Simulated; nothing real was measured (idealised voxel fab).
Process module under the name voxel wiring stack
Section shown: cut. Width: 290 nm. Cell size: 5 nm, square.
If you're reading a cross-section in this doc, picture square cells in a grid; it comes to you as bands, top ones listed first down to the bottom, and a band can be one or more rows of cells. It is stipulated that each band's entry specify, in nanometres, the height of the top of the band and then that of its bottom, followed by the materials of the band in left-to-right sequence, each together with its width in nanometres. A single material marked by the word "full width" is understood to fill the band from edge to edge; the word "blank" is understood to denote empty space. Height reference: 0 = level under which incoming wafer is all one material. Lowest band: no bottom, runs on downward, e.g. "from 0 down". So if you see something like "30 to 40" for the width, read it as the top row of the band sitting at the first number and the bottom row at the second, with every row in between moving by the same amount as the last. Key: "remained unchanged" - step with no changed cell in the cross-section. "Enclosed cavity list" lists enclosed empty spaces (at least 8 cells, no open path upward to the top), each as width x height at distance from the left edge, in nm. Read whatever lies past the settings on a step's line as the simulator's own remark about the step. overlay nm: right-of-plan distance of the mask on a masked step; negative values mean left-of-plan.

-- plan
1 RECEIVE, material Si
2 CONFORMAL_DEP, material SiO2, thk nm 15
3 DIRECTIONAL_DEP, material TiN, thk nm 5
4 DIRECTIONAL_DEP, material W, thk nm 15
5 DIRECTIONAL_DEP, material aC, thk nm 10
6 PATTERN, tone cover, mask id METAL_1, material resist, width nm 25, pitch nm 50, thk nm 25, overlay nm 0
7 DIRECTIONAL_ETCH, etch materials aC, depth nm 10
8 STRIP, etch materials resist
9 DIRECTIONAL_ETCH, etch materials W, depth nm 15
10 DIRECTIONAL_ETCH, etch materials TiN, depth nm 5
11 STRIP, etch materials aC
12 FILL_DEP, material SiO2, thk nm 5
13 CMP, height nm 35
14 CONFORMAL_DEP, material SiCN, thk nm 5
15 DIRECTIONAL_DEP, material SiO2, thk nm 20
16 MASKED_ETCH, tone open, mask id PLUG_1, width nm 15, etch materials SiO2, depth nm 20, overlay nm -15
17 MASKED_ETCH, tone open, mask id PLUG_1, width nm 15, etch materials SiCN, depth nm 5, overlay nm 0
18 EPI, material Ru, thk nm 10
19 EPI, material Ru, thk nm 10
20 EPI, material Ru, thk nm 5
21 CONFORMAL_DEP, material SiCN, thk nm 5
22 DIRECTIONAL_DEP, material lowk, thk nm 25
23 PATTERN, tone open, mask id METAL_2, material resist, width nm 25, pitch nm 50, thk nm 20, overlay nm 0
24 DIRECTIONAL_ETCH, etch materials lowk, depth nm 25
25 DIRECTIONAL_ETCH, etch materials SiCN, depth nm 5
26 STRIP, etch materials resist
27 CONFORMAL_DEP, material TiN, thk nm 5
28 FILL_DEP, material Ru, thk nm 5
29 CMP, height nm 90
30 EPI, material Ru, thk nm 5
31 FILL_DEP, material SiCN, thk nm 5
32 DIRECTIONAL_DEP, material SiO2, thk nm 20
33 DIRECTIONAL_DEP, material aC, thk nm 10
34 PATTERN, tone open, mask id PLUG_2, material resist, width nm 15, pitch nm 50, thk nm 25, overlay nm 0
35 DIRECTIONAL_ETCH, etch materials aC, depth nm 10
36 STRIP, etch materials resist
37 DIRECTIONAL_ETCH, etch materials SiO2, depth nm 20
38 DIRECTIONAL_ETCH, etch materials SiCN, depth nm 5
39 STRIP, etch materials aC
40 EPI, material Ru, thk nm 10
41 EPI, material Ru, thk nm 10
42 EPI, material Ru, thk nm 5
43 CONFORMAL_DEP, material SiCN, thk nm 5
44 DIRECTIONAL_DEP, material SiO2, thk nm 25
45 DIRECTIONAL_DEP, material aC, thk nm 15
46 PATTERN, tone open, mask id METAL_3, material resist, width nm 25, pitch nm 50, thk nm 35, overlay nm 0
47 DIRECTIONAL_ETCH, etch materials aC, depth nm 15
48 STRIP, etch materials resist
49 DIRECTIONAL_ETCH, etch materials SiO2, depth nm 25
50 DIRECTIONAL_ETCH, etch materials SiCN, depth nm 5
51 STRIP, etch materials aC
52 CONFORMAL_DEP, material TiN, thk nm 5
53 FILL_DEP, material Cu, thk nm 5
54 CMP, height nm 150
55 CONFORMAL_DEP, material SiN, thk nm 5
Wafer-to-wafer difference: overlay nm, step 16. Common start. Plan = first wafer's value.

-- As-received cross-section, first of several wafers, post step 1
	from 0 down  Si full width
	Enclosed cavity list: none

-- Every row in this table is a wafer at the end of the module, and it gives, for each of the materials, the cells that wafer has gained (+) or lost (-) since it was received, then its closed voids
overlay nm -15, +30 Cu, +76 Ru, +256 SiCN, +58 SiN, +1034 SiO2, +74 TiN, +30 W, +240 lowk, Enclosed cavity list: none
overlay nm -10, +30 Cu, +87 Ru, +249 SiCN, +58 SiN, +1034 SiO2, +70 TiN, +30 W, +240 lowk, Enclosed cavity list: none
overlay nm -5, +30 Cu, +88 Ru, +248 SiCN, +58 SiN, +1034 SiO2, +70 TiN, +30 W, +240 lowk, Enclosed cavity list: none
overlay nm 0, +30 Cu, +89 Ru, +247 SiCN, +58 SiN, +1034 SiO2, +70 TiN, +30 W, +240 lowk, Enclosed cavity list: none
overlay nm 5, +30 Cu, +88 Ru, +248 SiCN, +58 SiN, +1034 SiO2, +70 TiN, +30 W, +240 lowk, Enclosed cavity list: none
overlay nm 10, +30 Cu, +87 Ru, +249 SiCN, +58 SiN, +1034 SiO2, +70 TiN, +30 W, +240 lowk, Enclosed cavity list: none
overlay nm 15, +30 Cu, +74 Ru, +258 SiCN, +58 SiN, +1034 SiO2, +74 TiN, +30 W, +240 lowk, Enclosed cavity list: none
